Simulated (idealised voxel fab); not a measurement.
Title: Process Module voxel capacitor over wiring
Each square cell in cross-section cut measures 5 nm, and the section as a whole is 180 nm wide.
Notation: cross-section as square-cell grid; stated in bands, top first, going down; one or more cell rows per band. The band entry comprises the height of the band's top followed by the height of its bottom, expressed in nm, and subsequently the band's materials from left to right, each stated together with its width in nm. Where a single material is marked with the word "edge to edge", that material fills the band from edge to edge. The word "blank" represents empty space. For the purposes of this specification, 0 denotes the height below which the wafer in its as-received condition is composed wholly of one material, and the lowermost band, lacking a lower limit, extends downward without end, as expressed in "0..down". The two numbers in a width such as "30->40" mark its ends across the band: the first belongs to the top row of cells, the second to the bottom row, and from each row to the next the width moves by the same amount. "identical to before", as given for a step, is the statement that not any cell of the cross-section underwent a change during that step. For the entry "Unvented voids", the listed items are empty spaces with no open way to the top whose size is 8 cells or more; each item follows the pattern width x height at distance, where distance is from the left edge and all three are in nm. The remark found on a step's line after its settings is issued by the simulator itself and pertains to that step. On any step carrying a mask, the "overlay nm" setting, if present on the step's line, tells how far right of its planned place the mask lay; negative values point to the left.

[Process steps - plan]
1 RECEIVE, material Si
2 CONFORMAL_DEP, material SiO2, thk nm 10
3 CONFORMAL_DEP, material SiN, thk nm 5
4 DIRECTIONAL_DEP, material lowk, thk nm 15
5 DIRECTIONAL_DEP, material aC, thk nm 10
6 PATTERN, tone open, mask id METAL_1, material resist, width nm 20, pitch nm 80, thk nm 30, overlay nm 0
7 DIRECTIONAL_ETCH, etch materials aC, depth nm 10
8 STRIP, etch materials resist
9 DIRECTIONAL_ETCH, etch materials lowk, depth nm 15
10 DIRECTIONAL_ETCH, etch materials SiN, depth nm 5
11 STRIP, etch materials aC
12 CONFORMAL_DEP, material TiN, thk nm 5
13 FILL_DEP, material W, thk nm 10
14 CMP, height nm 30
15 EPI, material Ru, thk nm 5
16 FILL_DEP, material SiCN, thk nm 5
17 DIRECTIONAL_DEP, material lowk, thk nm 20
18 MASKED_ETCH, tone open, mask id PLUG_1, width nm 15, etch materials lowk, depth nm 20, overlay nm 0
19 MASKED_ETCH, tone open, mask id PLUG_1, width nm 15, etch materials SiCN, depth nm 5, overlay nm 0
20 CONFORMAL_DEP, material TiN, thk nm 5
21 FILL_DEP, material Cu, thk nm 10
22 CMP, height nm 60
23 DIRECTIONAL_DEP, material TiN, thk nm 10
24 DIRECTIONAL_DEP, material Al2O3, thk nm 5
25 DIRECTIONAL_DEP, material TiN, thk nm 10
26 DIRECTIONAL_DEP, material aC, thk nm 10
27 PATTERN, tone cover, mask id UPPER_PLATE, material resist, width nm 65, thk nm 30, overlay nm 0
28 DIRECTIONAL_ETCH, etch materials aC, depth nm 10
29 STRIP, etch materials resist
30 DIRECTIONAL_ETCH, etch materials TiN, depth nm 10
31 DIRECTIONAL_ETCH, etch materials Al2O3, depth nm 5
32 STRIP, etch materials aC
33 DIRECTIONAL_DEP, material aC, thk nm 15
34 PATTERN, tone cover, mask id LOWER_PLATE, material resist, width nm 75, thk nm 30, overlay nm 0
35 DIRECTIONAL_ETCH, etch materials aC, depth nm 15
36 STRIP, etch materials resist
37 DIRECTIONAL_ETCH, etch materials TiN, depth nm 10
38 STRIP, etch materials aC
39 FILL_DEP, material SiO2, thk nm 15
40 CMP, height nm 95
41 MASKED_ETCH, tone open, mask id PLUG_2, width nm 15, etch materials SiO2, depth nm 10, overlay nm 0
42 CONFORMAL_DEP, material TiN, thk nm 5
43 FILL_DEP, material W, thk nm 10
44 CMP, height nm 95
45 CONFORMAL_DEP, material SiCN, thk nm 5
The value of thk nm given for step 16 in the plan refers to the first wafer; the wafers vary in this setting and are alike at the start.

[The first of several wafers as received, shown in cross-section; this is its state after step 1]
> 0..down: Si edge to edge
> Unvented voids: none

[Gained (+) or lost (-) cells of each material since receipt, then closed voids: one row per wafer, at the end of the module]
thk nm 5; +13 Al2O3; +4 Cu; +12 Ru; +93 SiCN; +28 SiN; +249 SiO2; +92 TiN; +13 W; +216 lowk; Unvented voids: none
thk nm 10; +13 Al2O3; +3 Cu; +12 Ru; +129 SiCN; +28 SiN; +249 SiO2; +90 TiN; +13 W; +183 lowk; Unvented voids: none
thk nm 15; +13 Al2O3; +2 Cu; +12 Ru; +165 SiCN; +28 SiN; +249 SiO2; +88 TiN; +13 W; +150 lowk; Unvented voids: none
thk nm 20; +13 Al2O3; +1 Cu; +12 Ru; +201 SiCN; +28 SiN; +249 SiO2; +86 TiN; +13 W; +117 lowk; Unvented voids: none
